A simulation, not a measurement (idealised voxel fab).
Name of the process module below: voxel released beams
190 nm wide, 5 nm square cells: that's cross-section cut.
Cross-section format: a grid of square cells, given as bands from top to bottom; each band is one or more rows of cells.
For a band, the entry starts with two heights in nm, that of the top and then that of the bottom, and carries on with the band's materials in order from left to right, each alongside its width in nm; the word "edge to edge" beside a single material means it fills the band edge to edge, and "air" means empty space.
Counting heights begins at 0, where everything beneath is, in the wafer as received, one material. The lowest band has no bottom; it goes on downwards, as "0 -> down" shows.
A width given as "30->40" starts at the first number in the band's top row and ends at the second number in its bottom row, shifting by an equal amount at every step from row to row.
No cell of the cross-section changed in a step that is given as "remained the same".
For the entry "Sealed void listing", the listed items are empty spaces with no open way to the top whose size is 8 cells or more; each item follows the pattern width x height at distance, where distance is from the left edge and all three are in nm.
What comes after the settings on a step's line is commentary from the simulator itself on that step.
For masked steps, "overlay nm" on the step line gives how far right of plan the mask actually lay; a minus sign means it lay to the left.
### Steps in the process plan
1: RECEIVE, material Si
2: CONFORMAL_DEP, material SiN, thk nm 5
3: DIRECTIONAL_DEP, material SiO2, thk nm 20
4: PATTERN, tone open, mask id ANCHOR, material resist, width nm 35, thk nm 15, overlay nm 0
5: DIRECTIONAL_ETCH, etch materials SiO2, depth nm 20
6: STRIP, etch materials resist
7: CONFORMAL_DEP, material W, thk nm 10
8: PATTERN, tone cover, mask id BEAM, material resist, width nm 120, thk nm 15, overlay nm 0
9: DIRECTIONAL_ETCH, etch materials W, depth nm 10
10: STRIP, etch materials resist
11: STRIP, etch materials SiO2
### Wafer as received: cross-section following step 1
* 0 -> down | Si edge to edge
* Sealed void listing: none
### First wafer of two, sectioned at end of module; run went per plan
* 35 -> 25 | air (30) / W (15) / air (15) / W (90) / air (40)
* 25 -> 15 | air (35) / W (10) / air (15) / W (10) / air (120)
* 15 -> 5 | air (35) / W (35) / air (120)
* 5 -> 0 | SiN edge to edge
* 0 -> down | Si edge to edge
* Sealed void listing: none
### Cross-section at end of module for the second wafer of two, which matched the first in starting point and plan and differed by one mistake in its processing
* 30 -> 20 | air (30) / W (15) / air (15) / W (90) / air (40)
* 20 -> 10 | air (35) / W (10) / air (15) / W (10) / air (120)
* 10 -> 0 | air (35) / W (35) / air (120)
* 0 -> down | Si edge to edge
* Sealed void listing: none
What was the processing mistake? heads up, step 2 of the plan was skipped and never actually ran
The final cell counts differ between the wafers, with the second having more or fewer of some materials than the first: SiN: 38 fewer
